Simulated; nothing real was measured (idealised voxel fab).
This is a process module. Its name is voxel transistor to metal.
Section shown: cut. Width: 300 nm. Cell size: 5 nm, square.
Think of the cross-section as a grid of square cells. We describe it in bands, top to bottom, and each band covers one or more rows of those cells.
In this notation a band is specified by the heights of its top and bottom, in that order and in nm, after which its materials appear from left to right, each paired with its width in nm. The word "edge to edge" attached to a single material means that material fills the band from edge to edge; the word "empty" stands for empty space.
We count height from 0. Below that, the starting wafer is all one material. The lowest band never ends at the bottom but goes on down; see "0 nm and below" for how that is written.
Quick explanation for "30..40": the width changes in equal steps down the rows of cells, from the first number in the band's top row to the second number in its bottom row.
Any step labelled "no modifications" changed none of the cells in the cross-section.
Under "Fully closed voids" you'll find the enclosed gaps, the ones with no way out to the top, that are 8 cells or bigger; each reads width x height at distance, with distance counted from the left edge, everything in nm.
Formally, on a step line, whatever follows the settings is a remark that the simulator itself makes on the step.
Each step line may optionally specify "overlay nm", which for a step with a mask gives the rightward distance between the mask's planned place and where it lay, a negative value indicating the leftward direction.
THE PLANNED PROCESS STEPS ARE ENUMERATED HEREUNDER
1 RECEIVE | material Si
2 CONFORMAL_DEP | material SiO2 | thk nm 5
3 CONFORMAL_DEP | material SiN | thk nm 10
4 DIRECTIONAL_DEP | material aC | thk nm 15
5 PATTERN | tone cover | mask id ACTIVE | material resist | width nm 120 | pitch nm 140 | thk nm 30 | overlay nm -5
6 DIRECTIONAL_ETCH | etch materials aC | depth nm 15
7 STRIP | etch materials resist
8 DIRECTIONAL_ETCH | etch materials SiN | depth nm 10
9 DIRECTIONAL_ETCH | etch materials SiO2 | depth nm 5
10 DIRECTIONAL_ETCH | etch materials Si | depth nm 20
11 STRIP | etch materials aC
12 OXIDIZE | depth nm 5
13 FILL_DEP | material SiO2 | thk nm 10
14 CMP | height nm 15
15 SELECTIVE_ETCH | etch materials SiO2 | depth nm 10
16 STRIP | etch materials SiN
17 SELECTIVE_ETCH | etch materials SiO2 | depth nm 5
18 OXIDIZE | depth nm 5
19 DIRECTIONAL_DEP | material polySi | thk nm 25
20 DIRECTIONAL_DEP | material SiCN | thk nm 15
21 PATTERN | tone cover | mask id GATE | material resist | width nm 30 | pitch nm 140 | thk nm 15 | overlay nm 0
22 DIRECTIONAL_ETCH | etch materials SiCN | depth nm 25
23 DIRECTIONAL_ETCH | etch materials polySi | depth nm 35
24 STRIP | etch materials resist
25 CONFORMAL_DEP | material SiN | thk nm 5
26 DIRECTIONAL_ETCH | etch materials SiN | depth nm 5
27 DIRECTIONAL_ETCH | etch materials SiO2 | depth nm 5
28 DIRECTIONAL_ETCH | etch materials Si | depth nm 5
29 EPI | material nSi | thk nm 10
30 FILL_DEP | material SiO2 | thk nm 10
31 CMP | height nm 25
32 STRIP | etch materials polySi
33 SELECTIVE_ETCH | etch materials SiO2 | depth nm 5
34 CONFORMAL_DEP | material HfO2 | thk nm 5
35 CONFORMAL_DEP | material TiN | thk nm 5
36 FILL_DEP | material W | thk nm 10
37 CMP | height nm 20
38 DIRECTIONAL_DEP | material SiO2 | thk nm 10
39 DIRECTIONAL_DEP | material aC | thk nm 10
40 PATTERN | tone open | mask id CONTACT | material resist | width nm 20 | thk nm 30 | overlay nm 0
41 DIRECTIONAL_ETCH | etch materials aC | depth nm 10
42 STRIP | etch materials resist
43 DIRECTIONAL_ETCH | etch materials SiO2 | depth nm 30
44 STRIP | etch materials aC
45 CONFORMAL_DEP | material TiN | thk nm 5
46 FILL_DEP | material W | thk nm 10
47 CMP | height nm 30
48 CONFORMAL_DEP | material SiN | thk nm 5
49 DIRECTIONAL_DEP | material SiO2 | thk nm 15
50 PATTERN | tone open | mask id METAL_1 | material resist | width nm 20 | thk nm 15 | overlay nm 0
51 DIRECTIONAL_ETCH | etch materials SiO2 | depth nm 15
52 DIRECTIONAL_ETCH | etch materials SiN | depth nm 5
53 STRIP | etch materials resist
54 CONFORMAL_DEP | material TiN | thk nm 5
55 FILL_DEP | material Ru | thk nm 5
56 CMP | height nm 50
57 EPI | material Ru | thk nm 5
58 FILL_DEP | material SiCN | thk nm 5
59 DIRECTIONAL_DEP | material SiO2 | thk nm 30
60 DIRECTIONAL_DEP | material aC | thk nm 10
61 PATTERN | tone open | mask id METAL_2 | material resist | width nm 20 | pitch nm 140 | thk nm 30 | overlay nm 0
62 DIRECTIONAL_ETCH | etch materials aC | depth nm 10
63 STRIP | etch materials resist
64 DIRECTIONAL_ETCH | etch materials SiO2 | depth nm 15
65 STRIP | etch materials aC
66 MASKED_ETCH | tone open | mask id METAL_2_HOLES | width nm 15 | pitch nm 140 | etch materials SiO2 | depth nm 15 | overlay nm 0
67 MASKED_ETCH | tone open | mask id METAL_2_HOLES | width nm 15 | pitch nm 140 | etch materials SiCN | depth nm 5 | overlay nm 0
68 CONFORMAL_DEP | material TiN | thk nm 5
69 FILL_DEP | material Cu | thk nm 5
70 CMP | height nm 90
71 CONFORMAL_DEP | material SiN | thk nm 5
The plan's step 5 overlay nm is the first wafer's value; the wafers differ in this setting and start identical.
CROSS-SECTION, FIRST OF SEVERAL WAFERS, AS DELIVERED AFTER STEP 1
  0 nm and below = Si edge to edge
  Fully closed voids: none
WAFER ROWS, END OF MODULE: CELLS PER MATERIAL GAINED (+) OR LOST (-) SINCE RECEIPT; CLOSED VOIDS LAST
overlay nm -5; +16 Cu; +32 HfO2; +48 Ru; -152 Si; +90 SiCN; +120 SiN; +718 SiO2; +148 TiN; +52 W; +68 nSi; Fully closed voids: none
overlay nm 0; +16 Cu; +32 HfO2; +48 Ru; -152 Si; +90 SiCN; +120 SiN; +718 SiO2; +148 TiN; +52 W; +68 nSi; Fully closed voids: none
overlay nm 5; +16 Cu; +32 HfO2; +48 Ru; -152 Si; +90 SiCN; +120 SiN; +718 SiO2; +148 TiN; +52 W; +68 nSi; Fully closed voids: none
